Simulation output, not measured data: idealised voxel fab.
The process module presented herein is designated voxel ribs on slabs.
It is cross-section cut that appears here, measuring 180 nm in width, its square cells being 5 nm in size.
Cross-sections here: square-cell grids, written as top-down lists of bands, a band being one or more rows of cells.
Top, bottom (nm), then materials left to right with widths (nm); lone material tagged "all across" fills the whole band edge to edge; "blank" = empty space.
The reference from which all heights are counted is 0, the level beneath which the as-received wafer is entirely one material; the lowest band, having no lower bound, proceeds downward and is written after the example "0 -> down".
You'd read "30..40" like this: the band's top row of cells is as wide as the first number, its bottom row is as wide as the second, and going down, every row changes width by the same amount as the row before did.
"nothing different" (step): cross-section cells unchanged, all of them.
Entry "Closed void listing" = empty spaces >= 8 cells with no open way to the top; each as width x height at distance, distance from left edge, all nm.
Where a step's line continues beyond its settings, the continuation is a remark by the simulator itself on that step.
Among the settings permitted on a step's line is "overlay nm"; applied to a step with a mask, it specifies the extent to which the mask lay to the right of its planned position, whereas a negative figure signifies a position to the left.
## Here's what the planned process steps look like
1: RECEIVE | material Si
2: DIRECTIONAL_DEP | material SiO2 | thk nm 20
3: DIRECTIONAL_DEP | material SiN | thk nm 15
4: DIRECTIONAL_DEP | material aC | thk nm 15
5: PATTERN | tone cover | mask id RIB | material resist | width nm 20 | thk nm 35 | overlay nm 0
6: DIRECTIONAL_ETCH | etch materials aC | depth nm 15
7: STRIP | etch materials resist
8: DIRECTIONAL_ETCH | etch materials SiN | depth nm 5
9: STRIP | etch materials aC
10: DIRECTIONAL_DEP | material aC | thk nm 10
11: PATTERN | tone cover | mask id SLAB | material resist | width nm 60 | thk nm 30 | overlay nm 0
12: DIRECTIONAL_ETCH | etch materials aC | depth nm 10
13: STRIP | etch materials resist
14: DIRECTIONAL_ETCH | etch materials SiN | depth nm 10
15: STRIP | etch materials aC
16: FILL_DEP | material SiO2 | thk nm 20
17: CMP | height nm 50
18: DIRECTIONAL_DEP | material TiN | thk nm 10
19: DIRECTIONAL_DEP | material aC | thk nm 15
20: PATTERN | tone cover | mask id HEATER | material resist | width nm 30 | thk nm 35 | overlay nm 0
21: DIRECTIONAL_ETCH | etch materials aC | depth nm 15
22: STRIP | etch materials resist
23: DIRECTIONAL_ETCH | etch materials TiN | depth nm 10
24: STRIP | etch materials aC
25: CONFORMAL_DEP | material SiO2 | thk nm 10
## This is the cross-section of the wafer as we received it, i.e. after step 1
> 0 -> down  Si all across
> Closed void listing: none
## Cross-section: first of two wafers, module finished, run according to plan
> 70 -> 60  blank 65 nm, then SiO2 50 nm, then blank 65 nm
> 60 -> 50  SiO2 75 nm, then TiN 30 nm, then SiO2 75 nm
> 50 -> 35  SiO2 all across
> 35 -> 30  SiO2 80 nm, then SiN 20 nm, then SiO2 80 nm
> 30 -> 20  SiO2 60 nm, then SiN 60 nm, then SiO2 60 nm
> 20 -> 0  SiO2 all across
> 0 -> down  Si all across
> Closed void listing: none
## So this is wafer number two of the two, cut at the end of the module - it started where the first did and had the same plan, we just got one thing wrong running it
> 65 -> 60  blank 65 nm, then SiO2 50 nm, then blank 65 nm
> 60 -> 55  SiO2 all across
> 55 -> 50  SiO2 75 nm, then TiN 30 nm, then SiO2 75 nm
> 50 -> 35  SiO2 all across
> 35 -> 30  SiO2 80 nm, then SiN 20 nm, then SiO2 80 nm
> 30 -> 20  SiO2 60 nm, then SiN 60 nm, then SiO2 60 nm
> 20 -> 0  SiO2 all across
> 0 -> down  Si all across
> Closed void listing: none
Nonconformance to the process plan: step 18 deviated from plan and actually ran as DIRECTIONAL_DEP | material TiN | thk nm 5
Materials where the second wafer ends with more or fewer cells than the first: SiO2: 4 fewer; TiN: 6 fewer
